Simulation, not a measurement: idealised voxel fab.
Title: Process Module voxel gate over fins
FYI the section here is cut, 225 nm wide, cells are 5 nm squares.
Reading order for cross-sections: top band down to bottom band. Underlying form: a grid of square cells. Band size: one or more rows of cells.
Look at the band entry: it leads with the top's height and the bottom's height in nm. Then it lists the materials left to right, with a width in nm for each. The word "throughout" on a single material says that material fills the band edge to edge. The word "empty" is empty space.
All heights in this document are referenced to 0, defined as the level beneath which the wafer, as received, consists entirely of one material. The lowest band is not bounded below; it extends indefinitely downward and is written in the form "0 down".
A two-number width, for instance "30 to 40", indicates that the width is equal to the first number in the top row of the band and to the second number in the bottom row, and that it changes by a constant amount per row of cells.
Take "nothing different" at face value: in the step it is given for, the cross-section changed in none of its cells.
Enclosed empty spaces: empty space of 8 cells or more with no open way to the top, each as width x height at its distance from the left edge, in nm
Step line, after settings: the simulator's comment on this step.
Regarding "overlay nm": on a step with a mask, it is the distance the mask lay to the right of its planned place; a negative value places it to the left.
# Intended process steps
1: RECEIVE with material Si
2: CONFORMAL_DEP with material SiN, thk nm 5
3: DIRECTIONAL_DEP with material aC, thk nm 15
4: PATTERN with tone cover, mask id FINS, material resist, width nm 15, pitch nm 40, thk nm 35, overlay nm 0
5: DIRECTIONAL_ETCH with etch materials aC, depth nm 15
6: STRIP with etch materials resist
7: DIRECTIONAL_ETCH with etch materials SiN, depth nm 5
8: DIRECTIONAL_ETCH with etch materials Si, depth nm 25
9: STRIP with etch materials aC
10: OXIDIZE with depth nm 5
11: FILL_DEP with material SiO2, thk nm 15
12: CMP with height nm 5
13: SELECTIVE_ETCH with etch materials SiO2, depth nm 15
14: STRIP with etch materials SiN
15: CONFORMAL_DEP with material HfO2, thk nm 5
16: CONFORMAL_DEP with material TiN, thk nm 5
17: CONFORMAL_DEP with material TiAl, thk nm 5
18: CONFORMAL_DEP with material TiN, thk nm 5
19: FILL_DEP with material W, thk nm 10
20: CMP with height nm 25
21: CONFORMAL_DEP with material SiCN, thk nm 5
Where the wafers of this document differ is in the depth nm of step 8; they start out the same, and the plan states the value that applied to the first wafer.
# Cross-section of the first of several wafers on receipt, reflecting completion of step 1
0 down | Si throughout
Enclosed empty spaces: none
# Depicted here is the first of several wafers in cross-section, at module completion following the last step, step 21
30 to 25 | SiCN throughout
25 to 20 | W throughout
20 to 15 | 30 nm W, 165 nm TiN, 30 nm W
15 to 10 | 30 nm W, 5 nm TiN, 35 nm TiAl, 5 nm TiN, 35 nm TiAl, 5 nm TiN, 35 nm TiAl, 5 nm TiN, 35 nm TiAl, 5 nm TiN, 30 nm W
10 to 5 | 35 nm TiN, 5 nm TiAl, 25 nm TiN, 5 nm TiAl, 5 nm TiN, 5 nm TiAl, 25 nm TiN, 5 nm TiAl, 5 nm TiN, 5 nm TiAl, 25 nm TiN, 5 nm TiAl, 5 nm TiN, 5 nm TiAl, 25 nm TiN, 5 nm TiAl, 35 nm TiN
5 to 0 | 40 nm TiAl, 5 nm TiN, 15 nm HfO2, 5 nm TiN, 15 nm TiAl, 5 nm TiN, 15 nm HfO2, 5 nm TiN, 15 nm TiAl, 5 nm TiN, 15 nm HfO2, 5 nm TiN, 15 nm TiAl, 5 nm TiN, 15 nm HfO2, 5 nm TiN, 40 nm TiAl
0 to -5 | 45 nm TiN, 5 nm HfO2, 5 nm Si, 5 nm HfO2, 25 nm TiN, 5 nm HfO2, 5 nm Si, 5 nm HfO2, 25 nm TiN, 5 nm HfO2, 5 nm Si, 5 nm HfO2, 25 nm TiN, 5 nm HfO2, 5 nm Si, 5 nm HfO2, 45 nm TiN
-5 to -10 | 50 nm HfO2, 5 nm Si, 35 nm HfO2, 5 nm Si, 35 nm HfO2, 5 nm Si, 35 nm HfO2, 5 nm Si, 50 nm HfO2
-10 to -30 | 50 nm SiO2, 5 nm Si, 35 nm SiO2, 5 nm Si, 35 nm SiO2, 5 nm Si, 35 nm SiO2, 5 nm Si, 50 nm SiO2
-30 down | Si throughout
Enclosed empty spaces: none
# Cross-sectional view, end of module, last wafer of several
30 to 25 | SiCN throughout
25 to 20 | W throughout
20 to 15 | 30 nm W, 165 nm TiN, 30 nm W
15 to 10 | 30 nm W, 5 nm TiN, 35 nm TiAl, 5 nm TiN, 35 nm TiAl, 5 nm TiN, 35 nm TiAl, 5 nm TiN, 35 nm TiAl, 5 nm TiN, 30 nm W
10 to 5 | 35 nm TiN, 5 nm TiAl, 25 nm TiN, 5 nm TiAl, 5 nm TiN, 5 nm TiAl, 25 nm TiN, 5 nm TiAl, 5 nm TiN, 5 nm TiAl, 25 nm TiN, 5 nm TiAl, 5 nm TiN, 5 nm TiAl, 25 nm TiN, 5 nm TiAl, 35 nm TiN
5 to 0 | 40 nm TiAl, 5 nm TiN, 15 nm HfO2, 5 nm TiN, 15 nm TiAl, 5 nm TiN, 15 nm HfO2, 5 nm TiN, 15 nm TiAl, 5 nm TiN, 15 nm HfO2, 5 nm TiN, 15 nm TiAl, 5 nm TiN, 15 nm HfO2, 5 nm TiN, 40 nm TiAl
0 to -5 | 45 nm TiN, 5 nm HfO2, 5 nm Si, 5 nm HfO2, 25 nm TiN, 5 nm HfO2, 5 nm Si, 5 nm HfO2, 25 nm TiN, 5 nm HfO2, 5 nm Si, 5 nm HfO2, 25 nm TiN, 5 nm HfO2, 5 nm Si, 5 nm HfO2, 45 nm TiN
-5 to -10 | 50 nm HfO2, 5 nm Si, 35 nm HfO2, 5 nm Si, 35 nm HfO2, 5 nm Si, 35 nm HfO2, 5 nm Si, 50 nm HfO2
-10 to -55 | 50 nm SiO2, 5 nm Si, 35 nm SiO2, 5 nm Si, 35 nm SiO2, 5 nm Si, 35 nm SiO2, 5 nm Si, 50 nm SiO2
-55 down | Si throughout
Enclosed empty spaces: none
# Each row below is a wafer at the end of the module, listing for every material the number of cells it has gained (+) or lost (-) since it was received, followed by its closed voids
depth nm 25; +61 HfO2; -246 Si; +45 SiCN; +164 SiO2; +61 TiAl; +116 TiN; +69 W; Enclosed empty spaces: none
depth nm 30; +61 HfO2; -287 Si; +45 SiCN; +205 SiO2; +61 TiAl; +116 TiN; +69 W; Enclosed empty spaces: none
depth nm 35; +61 HfO2; -328 Si; +45 SiCN; +246 SiO2; +61 TiAl; +116 TiN; +69 W; Enclosed empty spaces: none
depth nm 40; +61 HfO2; -369 Si; +45 SiCN; +287 SiO2; +61 TiAl; +116 TiN; +69 W; Enclosed empty spaces: none
depth nm 45; +61 HfO2; -410 Si; +45 SiCN; +328 SiO2; +61 TiAl; +116 TiN; +69 W; Enclosed empty spaces: none
depth nm 50; +61 HfO2; -451 Si; +45 SiCN; +369 SiO2; +61 TiAl; +116 TiN; +69 W; Enclosed empty spaces: none
